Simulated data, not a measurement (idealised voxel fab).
The document below concerns the process module designated voxel wiring stack.
We display cut, a cross-section 190 nm in width whose square cells are each 5 nm.
A cross-section is a grid of square cells, given in bands from the top down. A band is one or more rows of cells.
Band: top and bottom heights (nm) first, top before bottom; then materials from left to right, widths in nm. "throughout" marks a sole material filling the band edge to edge. "air" denotes empty space.
Below 0: as-received wafer, all one material; heights counted from there. Lowest band: no bottom, goes on down, written "0 down".
Graded width ("30 to 40"): value in top row of band = first number; value in bottom row = second number; row-to-row change constant.
The cross-section has no changed cell in any step marked "no change".
The entry "Unvented voids" lists the empty spaces that cover at least 8 cells and have no open path to the top. Each is written as width x height at distance, where the distance is measured from the left edge and all three values are in nm.
Anything after a step's settings on that line? It's the simulator's own note about the step.
"overlay nm" on a masked step: distance the mask lay right of its planned place, negative for left.

### List of planned process steps
step 1: op RECEIVE | material Si
step 2: op CONFORMAL_DEP | material SiO2 | thk nm 10
step 3: op CONFORMAL_DEP | material SiN | thk nm 5
step 4: op DIRECTIONAL_DEP | material lowk | thk nm 15
step 5: op DIRECTIONAL_DEP | material aC | thk nm 10
step 6: op PATTERN | tone open | mask id METAL_1 | material resist | width nm 30 | pitch nm 60 | thk nm 30 | overlay nm 0
step 7: op DIRECTIONAL_ETCH | etch materials aC | depth nm 10
step 8: op STRIP | etch materials resist
step 9: op DIRECTIONAL_ETCH | etch materials lowk | depth nm 15
step 10: op DIRECTIONAL_ETCH | etch materials SiN | depth nm 5
step 11: op STRIP | etch materials aC
step 12: op CONFORMAL_DEP | material TiN | thk nm 5
step 13: op FILL_DEP | material Cu | thk nm 10
step 14: op CMP | height nm 30
step 15: op EPI | material Ru | thk nm 5
step 16: op FILL_DEP | material SiCN | thk nm 5
step 17: op DIRECTIONAL_DEP | material SiO2 | thk nm 15
step 18: op PATTERN | tone open | mask id PLUG_1 | material resist | width nm 15 | pitch nm 60 | thk nm 20 | overlay nm 0
step 19: op DIRECTIONAL_ETCH | etch materials SiO2 | depth nm 15
step 20: op DIRECTIONAL_ETCH | etch materials SiCN | depth nm 5
step 21: op STRIP | etch materials resist
step 22: op CONFORMAL_DEP | material TiN | thk nm 5
step 23: op FILL_DEP | material Ru | thk nm 10
step 24: op CMP | height nm 55
step 25: op DIRECTIONAL_DEP | material TiN | thk nm 5
step 26: op DIRECTIONAL_DEP | material W | thk nm 20
step 27: op MASKED_ETCH | tone cover | mask id METAL_2 | width nm 30 | pitch nm 60 | etch materials W | depth nm 20 | overlay nm 0
step 28: op MASKED_ETCH | tone cover | mask id METAL_2 | width nm 30 | pitch nm 60 | etch materials TiN | depth nm 5 | overlay nm 0
step 29: op FILL_DEP | material SiO2 | thk nm 5
step 30: op CMP | height nm 80
step 31: op CONFORMAL_DEP | material SiCN | thk nm 5

### Cross-section: wafer on arrival = after step 1
* 0 down: Si throughout
* Unvented voids: none

### Module complete - cross-section of the first of two wafers, run according to plan
* 85 to 80: SiCN throughout
* 80 to 60: SiO2 (20)  W (30)  SiO2 (30)  W (30)  SiO2 (30)  W (30)  SiO2 (20)
* 60 to 55: SiO2 (20)  TiN (30)  SiO2 (30)  TiN (30)  SiO2 (30)  TiN (30)  SiO2 (20)
* 55 to 40: SiO2 (20)  TiN (5)  Ru (5)  TiN (5)  SiO2 (45)  TiN (5)  Ru (5)  TiN (5)  SiO2 (45)  TiN (5)  Ru (5)  TiN (5)  SiO2 (35)
* 40 to 35: SiCN (20)  TiN (15)  SiCN (45)  TiN (15)  SiCN (45)  TiN (15)  SiCN (35)
* 35 to 30: SiCN (15)  Ru (40)  SiCN (20)  Ru (40)  SiCN (20)  Ru (40)  SiCN (15)
* 30 to 15: lowk (20)  TiN (5)  Cu (20)  TiN (5)  lowk (30)  TiN (5)  Cu (20)  TiN (5)  lowk (30)  TiN (5)  Cu (20)  TiN (5)  lowk (20)
* 15 to 10: SiN (20)  TiN (30)  SiN (30)  TiN (30)  SiN (30)  TiN (30)  SiN (20)
* 10 to 0: SiO2 throughout
* 0 down: Si throughout
* Unvented voids: none

### Now the second wafer, cross-sectioned at the end of the module. Nothing different at the start, nothing different in the plan compared with the first, just one mistake when it was actually run
* 85 to 80: SiCN throughout
* 80 to 60: SiO2 (20)  W (30)  SiO2 (30)  W (30)  SiO2 (30)  W (30)  SiO2 (20)
* 60 to 55: SiO2 (20)  TiN (30)  SiO2 (30)  TiN (30)  SiO2 (30)  TiN (30)  SiO2 (20)
* 55 to 40: SiO2 (20)  TiN (5)  Ru (5)  TiN (5)  SiO2 (45)  TiN (5)  Ru (5)  TiN (5)  SiO2 (45)  TiN (5)  Ru (5)  TiN (5)  SiO2 (35)
* 40 to 35: SiCN (20)  TiN (15)  SiCN (45)  TiN (15)  SiCN (45)  TiN (15)  SiCN (35)
* 35 to 30: Ru throughout
* 30 to 25: TiN (25)  Cu (20)  TiN (40)  Cu (20)  TiN (40)  Cu (20)  TiN (25)
* 25 to 15: lowk (20)  TiN (5)  Cu (20)  TiN (5)  lowk (30)  TiN (5)  Cu (20)  TiN (5)  lowk (30)  TiN (5)  Cu (20)  TiN (5)  lowk (20)
* 15 to 10: lowk (20)  TiN (30)  lowk (30)  TiN (30)  lowk (30)  TiN (30)  lowk (20)
* 10 to 0: SiO2 throughout
* 0 down: Si throughout
* Unvented voids: none
What was the processing mistake? step 3 of the plan was omitted and not executed
Final difference in cells, second wafer against first, listed per material as more or fewer: 14 more of Ru, 14 fewer of SiCN, 20 fewer of SiN, 20 more of TiN
